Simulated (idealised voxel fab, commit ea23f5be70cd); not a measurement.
Title: Process Module voxel self aligned vias
Cross-section cut spans 140 nm and uses square cells 5 nm in size.
In this document a cross-section is written as a grid of square cells. It is given as a series of bands, listed from the top down, and a band is one or more rows of cells.
Heights first: top, then bottom, in nm. Then materials, left to right, each with a width in nm. "edge to edge" on a single material: fills the band edge to edge. "empty": empty space.
Where do heights start? At 0: under that level the wafer as delivered is made of one material only. And the lowest band has no floor; it just carries on downward, as in "0 nm and below".
The width entry "30..40" should be interpreted row by row: the top row of cells in the band takes the first number, the bottom row takes the second number, and the change between adjacent rows is uniform throughout.
When a step is marked "everything unchanged", none of the cells in the cross-section changed during that step.
"Fully sealed cavities" means: voids of 8 cells or more that are shut off from the top with no open way through. Written width x height at distance, distance from the left edge, in nm.
Formally, on a step line, whatever follows the settings is a remark that the simulator itself makes on the step.
On any step carrying a mask, the "overlay nm" setting, if present on the step's line, tells how far right of its planned place the mask lay; negative values point to the left.

## The following list gives the planned process steps
1. RECEIVE: material Si
2. CONFORMAL_DEP: material SiO2, thk nm 15
3. CONFORMAL_DEP: material SiCN, thk nm 5
4. DIRECTIONAL_DEP: material SiO2, thk nm 30
5. DIRECTIONAL_DEP: material aC, thk nm 10
6. PATTERN: tone open, mask id LINES, material resist, width nm 25, pitch nm 60, thk nm 30, overlay nm 0
7. DIRECTIONAL_ETCH: etch materials aC, depth nm 10
8. STRIP: etch materials resist
9. DIRECTIONAL_ETCH: etch materials SiO2, depth nm 30
10. STRIP: etch materials aC
11. CONFORMAL_DEP: material TiN, thk nm 5
12. FILL_DEP: material W, thk nm 10
13. CMP: height nm 50
14. SELECTIVE_ETCH: etch materials W Ru TiN, depth nm 5
15. FILL_DEP: material SiN, thk nm 10
16. CMP: height nm 50
17. DIRECTIONAL_DEP: material SiO2, thk nm 20
18. DIRECTIONAL_DEP: material aC, thk nm 15
19. PATTERN: tone open, mask id VIAS, material resist, width nm 35, thk nm 35, overlay nm 0
20. DIRECTIONAL_ETCH: etch materials aC, depth nm 15
21. STRIP: etch materials resist
22. DIRECTIONAL_ETCH: etch materials SiO2, depth nm 20
23. DIRECTIONAL_ETCH: etch materials SiN, depth nm 5
24. STRIP: etch materials aC
25. CONFORMAL_DEP: material TiN, thk nm 5
26. FILL_DEP: material Ru, thk nm 10
27. CMP: height nm 70
28. CONFORMAL_DEP: material SiN, thk nm 5

## Cross-section of the wafer as it came to us, i.e., already through step 1
* 0 nm and below | Si edge to edge
* Fully sealed cavities: none

## Cross-sectional view of the first of the two wafers upon completion of the module, processed in accordance with the plan
* 75 nm to 70 nm | SiN edge to edge
* 70 nm to 55 nm | SiO2 (20)  TiN (5)  Ru (25)  TiN (5)  SiO2 (85)
* 55 nm to 50 nm | SiO2 (20)  TiN (10)  Ru (15)  TiN (10)  SiO2 (85)
* 50 nm to 45 nm | SiO2 (25)  TiN (25)  SiO2 (35)  SiN (25)  SiO2 (30)
* 45 nm to 25 nm | SiO2 (25)  TiN (5)  W (15)  TiN (5)  SiO2 (35)  TiN (5)  W (15)  TiN (5)  SiO2 (30)
* 25 nm to 20 nm | SiO2 (25)  TiN (25)  SiO2 (35)  TiN (25)  SiO2 (30)
* 20 nm to 15 nm | SiCN edge to edge
* 15 nm to 0 nm | SiO2 edge to edge
* 0 nm and below | Si edge to edge
* Fully sealed cavities: none

## Cross-sectional view of the second of two wafers upon completion of the module. This wafer shared its starting condition and process plan with the first; one error was made during its execution
* 75 nm to 70 nm | SiN edge to edge
* 70 nm to 50 nm | SiO2 (20)  TiN (5)  Ru (25)  TiN (5)  SiO2 (85)
* 50 nm to 45 nm | SiO2 (20)  TiN (35)  SiO2 (30)  SiN (25)  SiO2 (30)
* 45 nm to 30 nm | SiO2 (20)  TiN (10)  W (15)  TiN (10)  SiO2 (30)  TiN (5)  W (15)  TiN (5)  SiO2 (30)
* 30 nm to 25 nm | SiO2 (25)  TiN (5)  W (15)  TiN (5)  SiO2 (35)  TiN (5)  W (15)  TiN (5)  SiO2 (30)
* 25 nm to 20 nm | SiO2 (25)  TiN (25)  SiO2 (35)  TiN (25)  SiO2 (30)
* 20 nm to 15 nm | SiCN edge to edge
* 15 nm to 0 nm | SiO2 edge to edge
* 0 nm and below | Si edge to edge
* Fully sealed cavities: none
Deviation noted in wafer processing: execution of plan step 22 occurred twice
Final tally in cells, some materials are higher or lower on the second wafer than on the first: Ru: 2 more; SiO2: 8 fewer; TiN: 6 more
